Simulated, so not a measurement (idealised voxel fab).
Process module, titled voxel wiring stack
We display cut, a cross-section 220 nm in width whose square cells are each 5 nm.
A cross-section is a grid of square cells, given in bands from the top down. A band is one or more rows of cells.
A band entry consists of two parts. The first gives the height of the band's top and the height of its bottom, in nm. The rest lists the band's materials from left to right, each with its width in nm. A single material labelled with the word "all across" fills the band from edge to edge, and the word "blank" marks empty space.
Zero point of the height axis is 0; under it, received wafer = one material. Lowest band: continues down indefinitely, "0 -> down".
Note: "30->40" means the width goes from the first number (top row of the band) to the second number (bottom row) in equal steps per row of cells.
You'll sometimes find "no change occurred" written for a step, and that's the way of saying that nowhere in the cross-section did a cell change during that step.
If an empty space has no open way to the top and is at least 8 cells in size, "Sealed-off cavities" lists it, written width x height at distance, where distance is measured from the left edge and every value is in nm.
The remark found on a step's line after its settings is issued by the simulator itself and pertains to that step.
For masked steps, "overlay nm" on the step line gives how far right of plan the mask actually lay; a minus sign means it lay to the left.

Process steps (planned)
1: RECEIVE with material Si
2: CONFORMAL_DEP with material SiO2, thk nm 10
3: CONFORMAL_DEP with material SiN, thk nm 5
4: DIRECTIONAL_DEP with material lowk, thk nm 15
5: MASKED_ETCH with tone open, mask id METAL_1, width nm 20, pitch nm 50, etch materials lowk, depth nm 15, overlay nm 0
6: MASKED_ETCH with tone open, mask id METAL_1, width nm 20, pitch nm 50, etch materials SiN, depth nm 5, overlay nm 0
7: CONFORMAL_DEP with material TiN, thk nm 5
8: FILL_DEP with material Cu, thk nm 5
9: CMP with height nm 30
10: CONFORMAL_DEP with material SiCN, thk nm 5
11: DIRECTIONAL_DEP with material SiO2, thk nm 10
12: MASKED_ETCH with tone open, mask id PLUG_1, width nm 15, pitch nm 50, etch materials SiO2, depth nm 10, overlay nm 0
13: MASKED_ETCH with tone open, mask id PLUG_1, width nm 15, pitch nm 50, etch materials SiCN, depth nm 5, overlay nm 0
14: EPI with material Ru, thk nm 10
15: EPI with material Ru, thk nm 5
16: DIRECTIONAL_DEP with material TiN, thk nm 5
17: DIRECTIONAL_DEP with material Ru, thk nm 20
18: DIRECTIONAL_DEP with material aC, thk nm 15
19: PATTERN with tone cover, mask id METAL_2, material resist, width nm 20, pitch nm 50, thk nm 30, overlay nm 0
20: DIRECTIONAL_ETCH with etch materials aC, depth nm 15
21: STRIP with etch materials resist
22: DIRECTIONAL_ETCH with etch materials Ru, depth nm 20
23: DIRECTIONAL_ETCH with etch materials TiN, depth nm 5
24: STRIP with etch materials aC
25: CONFORMAL_DEP with material SiN, thk nm 5
26: FILL_DEP with material lowk, thk nm 10
27: CMP with height nm 70
28: CONFORMAL_DEP with material SiCN, thk nm 5
29: DIRECTIONAL_DEP with material SiO2, thk nm 10
30: PATTERN with tone open, mask id PLUG_2, material resist, width nm 15, pitch nm 50, thk nm 15, overlay nm 0
31: DIRECTIONAL_ETCH with etch materials SiO2, depth nm 10
32: DIRECTIONAL_ETCH with etch materials SiCN, depth nm 5
33: STRIP with etch materials resist
34: EPI with material Ru, thk nm 10
35: EPI with material Ru, thk nm 5
36: CONFORMAL_DEP with material SiN, thk nm 5
37: DIRECTIONAL_DEP with material SiO2, thk nm 25
38: PATTERN with tone open, mask id METAL_3, material resist, width nm 20, pitch nm 50, thk nm 15, overlay nm 0
39: DIRECTIONAL_ETCH with etch materials SiO2, depth nm 25
40: DIRECTIONAL_ETCH with etch materials SiN, depth nm 5
41: STRIP with etch materials resist
42: CONFORMAL_DEP with material TiN, thk nm 5
43: FILL_DEP with material Ru, thk nm 5
44: CMP with height nm 115
45: CONFORMAL_DEP with material SiCN, thk nm 5

Wafer cross-section on receipt, i.e. after step 1
  0 -> down | Si all across
  Sealed-off cavities: none

Look at the cross-section after the module: the wafer started out the way shown above and the plan was the one shown above, yet one mistake was made along the way
  120 -> 115 | SiCN all across
  115 -> 90 | SiO2 75; TiN 5; Ru 10; TiN 5; SiO2 30; TiN 5; Ru 10; TiN 5; SiO2 75
  90 -> 85 | SiN 75; TiN 20; SiN 30; TiN 20; SiN 75
  85 -> 75 | SiO2 75; Ru 15; SiO2 35; Ru 15; SiO2 80
  75 -> 70 | SiCN 75; Ru 15; SiCN 35; Ru 15; SiCN 80
  70 -> 50 | lowk 70; SiN 5; Ru 20; SiN 5; lowk 20; SiN 5; Ru 20; SiN 5; lowk 70
  50 -> 45 | SiN 75; TiN 20; SiN 30; TiN 20; SiN 75
  45 -> 35 | SiO2 75; Ru 15; SiO2 35; Ru 15; SiO2 80
  35 -> 30 | SiCN 75; Ru 15; SiCN 35; Ru 15; SiCN 80
  30 -> 25 | lowk 75; TiN 5; Cu 10; TiN 5; lowk 30; TiN 5; Cu 10; TiN 5; lowk 75
  25 -> 20 | SiN 75; TiN 20; SiN 30; TiN 20; SiN 75
  20 -> 10 | SiN all across
  10 -> 0 | SiO2 all across
  0 -> down | Si all across
  Sealed-off cavities: none
Finding, execution versus plan: step 3 did not use the planned setting and instead ran as CONFORMAL_DEP with material SiN, thk nm 15
